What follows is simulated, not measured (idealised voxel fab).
process module | voxel ribs on slabs
cross-section cut | 245 nm wide | cells 5 nm
A cross-section is a grid of square cells, given in bands from the top down. A band is one or more rows of cells.
Each band's line starts with the height of the band's top and of its bottom, in nm. Then come its materials from left to right, each with its width in nm. One material with "throughout" fills the band from edge to edge. "air" is empty space.
Height 0 is the level under which the wafer as received is all one material. The lowest band goes on downwards, as in "0 down".
A width such as "30 to 40" changes by the same amount from each row of cells to the next, from the band's top row to its bottom row.
"no change" after a step means that no cell of the cross-section changed.
closed voids: empty space of 8 cells or more with no open way to the top, each as width x height at its distance from the left edge, in nm
after a step's settings: what the simulator itself notes on the step
overlay nm, on a step with a mask: how far to the right of its planned place the mask lay; to the left if negative
plan
1 op RECEIVE | material Si
2 op DIRECTIONAL_DEP | material SiO2 | thk nm 30
3 op DIRECTIONAL_DEP | material polySi | thk nm 25
4 op MASKED_ETCH | tone cover | mask id RIB | width nm 30 | etch materials polySi | depth nm 10 | overlay nm 0
5 op MASKED_ETCH | tone cover | mask id SLAB | width nm 70 | etch materials polySi | depth nm 15 | overlay nm 0
6 op FILL_DEP | material SiO2 | thk nm 20
7 op CMP | height nm 70
8 op DIRECTIONAL_DEP | material TiN | thk nm 5
9 op DIRECTIONAL_DEP | material aC | thk nm 15
10 op PATTERN | tone cover | mask id HEATER | material resist | width nm 40 | thk nm 30 | overlay nm 0
11 op DIRECTIONAL_ETCH | etch materials aC | depth nm 15
12 op STRIP | etch materials resist
13 op DIRECTIONAL_ETCH | etch materials TiN | depth nm 5
14 op STRIP | etch materials aC
15 op CONFORMAL_DEP | material SiO2 | thk nm 10
first wafer, as planned
as received, after step 1
  0 down: Si throughout
  closed voids: none
after step 2
  30 to 0: SiO2 throughout
  below 0: unchanged
after step 3
  55 to 30: polySi throughout
  below 30: unchanged
after step 4
  55 to 45: air 105 | polySi 30 | air 110
  below 45: unchanged
after step 5
  55 to 45: air 105 | polySi 30 | air 110
  45 to 30: air 85 | polySi 70 | air 90
  below 30: unchanged
after step 6
  75 to 55: SiO2 throughout
  55 to 45: SiO2 105 | polySi 30 | SiO2 110
  45 to 30: SiO2 85 | polySi 70 | SiO2 90
  below 30: unchanged
after step 7
  70 to 55: SiO2 throughout
  below 55: unchanged
after step 8
  75 to 70: TiN throughout
  below 70: unchanged
after step 9
  90 to 75: aC throughout
  below 75: unchanged
after step 10
  120 to 90: air 100 | resist 40 | air 105
  below 90: unchanged
after step 11
  105 to 90: air 100 | resist 40 | air 105
  90 to 75: air 100 | aC 40 | air 105
  below 75: unchanged
after step 12
  90 to 75: air 100 | aC 40 | air 105
  below 75: unchanged
after step 13
  90 to 75: air 100 | aC 40 | air 105
  75 to 70: air 100 | TiN 40 | air 105
  below 70: unchanged
after step 14
  75 to 70: air 100 | TiN 40 | air 105
  below 70: unchanged
after step 15
  85 to 80: air 90 | SiO2 60 | air 95
  80 to 75: SiO2 throughout
  75 to 70: SiO2 100 | TiN 40 | SiO2 105
  below 70: unchanged
second wafer: like start, like plan, one mistake. Through step 4 it matches the first wafer
when step 5 should have ended
  55 to 45: air 105 | polySi 30 | air 110
  45 to 30: air 85 | polySi 75 | air 85
  below 30: unchanged
when step 6 should have ended
  75 to 55: SiO2 throughout
  55 to 45: SiO2 105 | polySi 30 | SiO2 110
  45 to 30: SiO2 85 | polySi 75 | SiO2 85
  below 30: unchanged
when step 7 should have ended
  70 to 55: SiO2 throughout
  below 55: unchanged
when step 8 should have ended
  75 to 70: TiN throughout
  below 70: unchanged
when step 9 should have ended
  90 to 75: aC throughout
  below 75: unchanged
when step 10 should have ended
  120 to 90: air 100 | resist 40 | air 105
  below 90: unchanged
when step 11 should have ended
  105 to 90: air 100 | resist 40 | air 105
  90 to 75: air 100 | aC 40 | air 105
  below 75: unchanged
when step 12 should have ended
  90 to 75: air 100 | aC 40 | air 105
  below 75: unchanged
when step 13 should have ended
  90 to 75: air 100 | aC 40 | air 105
  75 to 70: air 100 | TiN 40 | air 105
  below 70: unchanged
when step 14 should have ended
  75 to 70: air 100 | TiN 40 | air 105
  below 70: unchanged
when step 15 should have ended
  85 to 80: air 90 | SiO2 60 | air 95
  80 to 75: SiO2 throughout
  75 to 70: SiO2 100 | TiN 40 | SiO2 105
  below 70: unchanged
what went wrong: step 5 ran as: op MASKED_ETCH | tone cover | mask id SLAB | width nm 75 | etch materials polySi | depth nm 15 | overlay nm 0
at the end the second wafer has, in cells: 3 fewer of SiO2 | 3 more of polySi
